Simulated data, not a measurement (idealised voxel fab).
The process module presented herein is designated voxel local oxidation.
The cross-section on display is named cut; it measures 170 nm wide, and its cells are 5 nm squares.
Reading order for cross-sections: top band down to bottom band. Underlying form: a grid of square cells. Band size: one or more rows of cells.
Per band: top height and bottom height in nm, followed by the left-to-right materials and their widths in nm; "everywhere" marks a single material spanning edge to edge, "blank" marks empty space.
It should be noted that heights are counted from 0, beneath which the wafer as supplied is of one material throughout, and that the lowest band possesses no lower boundary but continues downward, as written in "from 0 down".
Read "30->40" as a graded width: first number on top, second number at the bottom, same change between each pair of neighbouring rows.
Where the words "no change" appear for a step, the cross-section shows no cell changed by that step; every cell remained as before.
Empty spaces without an open route to the top, at least 8 cells in extent, make up the entry "Sealed internal voids"; each is given as width x height at distance, where the distance is measured from the left edge, and all are in nm.
Whatever follows a step's settings on its line is a remark the simulator itself makes about that step.
Each step line may optionally specify "overlay nm", which for a step with a mask gives the rightward distance between the mask's planned place and where it lay, a negative value indicating the leftward direction.

# plan
| 1 | op RECEIVE | material Si |
| 2 | op CONFORMAL_DEP | material SiO2 | thk nm 5 |
| 3 | op CONFORMAL_DEP | material SiN | thk nm 15 |
| 4 | op PATTERN | tone cover | mask id ACTIVE | material resist | width nm 120 | thk nm 15 | overlay nm 0 |
| 5 | op DIRECTIONAL_ETCH | etch materials SiN | depth nm 15 |
| 6 | op STRIP | etch materials resist |
| 7 | op SELECTIVE_ETCH | etch materials SiO2 | depth nm 5 |
| 8 | op OXIDIZE | depth nm 15 |
| 9 | op STRIP | etch materials SiN |

# First of two wafers: run as planned

# As received (post step 1): cross-section
from 0 down: Si everywhere
Sealed internal voids: none

# Cross-section of the wafer after step 2
from 5 to 0: SiO2 everywhere
All layers under 0 are left as they were.

# Cross-section of the wafer after step 3
from 20 to 5: SiN everywhere
All layers under 5 are left as they were.

# Cross-section of the wafer after step 4
from 35 to 20: blank 25 nm, then resist 120 nm, then blank 25 nm
All layers under 20 are left as they were.

# Cross-section of the wafer after step 5
from 35 to 20: blank 25 nm, then resist 120 nm, then blank 25 nm
from 20 to 5: blank 25 nm, then SiN 120 nm, then blank 25 nm
All layers under 5 are left as they were.

# Cross-section of the wafer after step 6
from 20 to 5: blank 25 nm, then SiN 120 nm, then blank 25 nm
All layers under 5 are left as they were.

# Cross-section of the wafer after step 7
from 20 to 5: blank 25 nm, then SiN 120 nm, then blank 25 nm
from 5 to 0: blank 30 nm, then SiO2 110 nm, then blank 30 nm
All layers under 0 are left as they were.

# Cross-section of the wafer after step 8
from 20 to 5: blank 25 nm, then SiN 120 nm, then blank 25 nm
from 5 to 0: blank 30 nm, then SiO2 110 nm, then blank 30 nm
from 0 to -15: SiO2 45 nm, then Si 80 nm, then SiO2 45 nm
All layers under -15 are left as they were.

# Cross-section of the wafer after step 9
from 5 to 0: blank 30 nm, then SiO2 110 nm, then blank 30 nm
All layers under 0 are left as they were.

# Wafer two: like wafer one in start and plan, but with one mistake in execution; identical up to and including step 5

# What the second wafer looks like in cross-section when step 6 should have wrapped up
from 35 to 20: blank 25 nm, then resist 120 nm, then blank 25 nm
from 20 to 5: blank 25 nm, then SiN 120 nm, then blank 25 nm
from 5 to 0: blank 30 nm, then SiO2 110 nm, then blank 30 nm
All layers under 0 are left as they were.

# What the second wafer looks like in cross-section when step 7 should have wrapped up
from 20 to 5: blank 25 nm, then SiN 120 nm, then blank 25 nm
All layers under 5 are left as they were.

# What the second wafer looks like in cross-section when step 8 should have wrapped up
from 20 to 5: blank 25 nm, then SiN 120 nm, then blank 25 nm
from 5 to 0: blank 30 nm, then SiO2 110 nm, then blank 30 nm
from 0 to -15: SiO2 45 nm, then Si 80 nm, then SiO2 45 nm
All layers under -15 are left as they were.

# What the second wafer looks like in cross-section when step 9 should have wrapped up
from 5 to 0: blank 30 nm, then SiO2 110 nm, then blank 30 nm
All layers under 0 are left as they were.
Diagnosis: mixed up steps 6 and 7 - ran each in the other's place
If you compare the two wafers at the end, their cross-sections are the same, so as far as this model is concerned the mistake changes nothing.
